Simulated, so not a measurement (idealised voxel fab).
Process module heading - voxel capacitor over wiring
Square cell edge 5 nm, section width 200 nm, ID cut.
Bands, listed from the top down, are how a cross-section gets written in this document; the cross-section itself is a grid of square cells, and a band is one or more rows of them. A band entry consists of two parts. The first gives the height of the band's top and the height of its bottom, in nm. The rest lists the band's materials from left to right, each with its width in nm. A single material labelled with the word "everywhere" fills the band from edge to edge, and the word "blank" marks empty space. Heights are reckoned from 0. Under this level, the received wafer is all of one material. The bottommost band is open-ended downward, for example "top 0, no bottom". Think of "30->40" as a width that walks from the first number to the second as you go down the band, top row to bottom row, taking equal-sized steps from row to row. The cross-section has no changed cell in any step marked "everything unchanged". Entry "Closed void list". Content: empty spaces with no open connection to the top, size 8 cells or greater. Each: width x height at distance. Distance: from left edge. Unit: nm. What comes after the settings on a step's line is commentary from the simulator itself on that step. Steps that use a mask can have "overlay nm" on their line. It says how far the mask sat to the right of where it was meant to be. Negative means to the left.

THIS SECTION LISTS THE PROCESS STEPS THAT WERE PLANNED
step 1: RECEIVE, material Si
step 2: CONFORMAL_DEP, material SiO2, thk nm 15
step 3: DIRECTIONAL_DEP, material TiN, thk nm 5
step 4: DIRECTIONAL_DEP, material Ru, thk nm 20
step 5: MASKED_ETCH, tone cover, mask id METAL_1, width nm 20, pitch nm 90, etch materials Ru, depth nm 20, overlay nm 0
step 6: MASKED_ETCH, tone cover, mask id METAL_1, width nm 20, pitch nm 90, etch materials TiN, depth nm 5, overlay nm 0
step 7: FILL_DEP, material SiO2, thk nm 10
step 8: CMP, height nm 40
step 9: CONFORMAL_DEP, material SiCN, thk nm 5
step 10: DIRECTIONAL_DEP, material lowk, thk nm 15
step 11: MASKED_ETCH, tone open, mask id PLUG_1, width nm 15, etch materials lowk, depth nm 15, overlay nm 0
step 12: MASKED_ETCH, tone open, mask id PLUG_1, width nm 15, etch materials SiCN, depth nm 5, overlay nm 0
step 13: EPI, material Ru, thk nm 10
step 14: EPI, material Ru, thk nm 10
step 15: DIRECTIONAL_DEP, material TiN, thk nm 10
step 16: DIRECTIONAL_DEP, material SiN, thk nm 5
step 17: DIRECTIONAL_DEP, material TiN, thk nm 10
step 18: DIRECTIONAL_DEP, material aC, thk nm 15
step 19: PATTERN, tone cover, mask id UPPER_PLATE, material resist, width nm 75, thk nm 30, overlay nm 0
step 20: DIRECTIONAL_ETCH, etch materials aC, depth nm 15
step 21: STRIP, etch materials resist
step 22: DIRECTIONAL_ETCH, etch materials TiN, depth nm 10
step 23: DIRECTIONAL_ETCH, etch materials SiN, depth nm 5
step 24: STRIP, etch materials aC
step 25: MASKED_ETCH, tone cover, mask id LOWER_PLATE, width nm 85, etch materials TiN, depth nm 10, overlay nm 0
step 26: FILL_DEP, material SiO2, thk nm 20
step 27: CMP, height nm 100
step 28: PATTERN, tone open, mask id PLUG_2, material resist, width nm 15, thk nm 15, overlay nm 0
step 29: DIRECTIONAL_ETCH, etch materials SiO2, depth nm 15
step 30: STRIP, etch materials resist
step 31: CONFORMAL_DEP, material TiN, thk nm 5
step 32: FILL_DEP, material W, thk nm 10
step 33: CMP, height nm 100
step 34: CONFORMAL_DEP, material SiCN, thk nm 5

DELIVERED WAFER IN CROSS-SECTION: STATE AFTER STEP 1
* top 0, no bottom | Si everywhere
* Closed void list: none

CROSS-SECTIONAL IMAGE OF THE FIRST OF TWO WAFERS AT THE END OF THE MODULE, THE RUN HAVING PROCEEDED AS PLANNED
* top 105, bottom 100 | SiCN everywhere
* top 100, bottom 90 | 60 of SiO2 | 5 of TiN | 5 of W | 5 of TiN | 125 of SiO2
* top 90, bottom 85 | 60 of SiO2 | 15 of TiN | 125 of SiO2
* top 85, bottom 75 | 50 of SiO2 | 75 of TiN | 75 of SiO2
* top 75, bottom 70 | 50 of SiO2 | 75 of SiN | 75 of SiO2
* top 70, bottom 60 | 45 of SiO2 | 85 of TiN | 70 of SiO2
* top 60, bottom 45 | 50 of lowk | 15 of Ru | 135 of lowk
* top 45, bottom 40 | 50 of SiCN | 15 of Ru | 135 of SiCN
* top 40, bottom 20 | 45 of SiO2 | 20 of Ru | 70 of SiO2 | 20 of Ru | 45 of SiO2
* top 20, bottom 15 | 45 of SiO2 | 20 of TiN | 70 of SiO2 | 20 of TiN | 45 of SiO2
* top 15, bottom 0 | SiO2 everywhere
* top 0, no bottom | Si everywhere
* Closed void list: none

SECOND WAFER OF THE TWO, SECTIONED AT THE END OF THE MODULE. IT BEGAN LIKE THE FIRST AND FOLLOWED THE SAME PLAN, BUT ONE MISTAKE WAS MADE WHILE RUNNING IT
* top 105, bottom 100 | SiCN everywhere
* top 100, bottom 95 | 60 of SiO2 | 5 of TiN | 5 of W | 5 of TiN | 125 of SiO2
* top 95, bottom 85 | 60 of SiO2 | 15->65 of TiN | 125->75 of SiO2
* top 85, bottom 80 | 65 of SiO2 | 60 of TiN | 75 of SiO2
* top 80, bottom 75 | 65 of SiO2 | 60 of SiN | 75 of SiO2
* top 75, bottom 70 | 45 of SiO2 | 5 of TiN | 15 of SiO2 | 65 of TiN | 70 of SiO2
* top 70, bottom 65 | 45 of SiO2 | 85 of TiN | 70 of SiO2
* top 65, bottom 60 | 50 of lowk | 15 of TiN | 135 of lowk
* top 60, bottom 55 | 50 of lowk | 15 of SiN | 135 of lowk
* top 55, bottom 50 | 50 of lowk | 15 of TiN | 135 of lowk
* top 50, bottom 45 | 50 of SiCN | 15 of TiN | 135 of SiCN
* top 45, bottom 40 | SiO2 everywhere
* top 40, bottom 20 | 45 of SiO2 | 20 of Ru | 70 of SiO2 | 20 of Ru | 45 of SiO2
* top 20, bottom 15 | 45 of SiO2 | 20 of TiN | 70 of SiO2 | 20 of TiN | 45 of SiO2
* top 15, bottom 0 | SiO2 everywhere
* top 0, no bottom | Si everywhere
* Closed void list: none
So what did we get wrong on this run? heads up, step 8 didn't go per plan, it actually ran as CMP, height nm 45
Bottom line after processing is that, in cells, the second wafer is up or down on some materials versus the first: Ru -12 | SiO2 +14 | TiN -1 | W -1
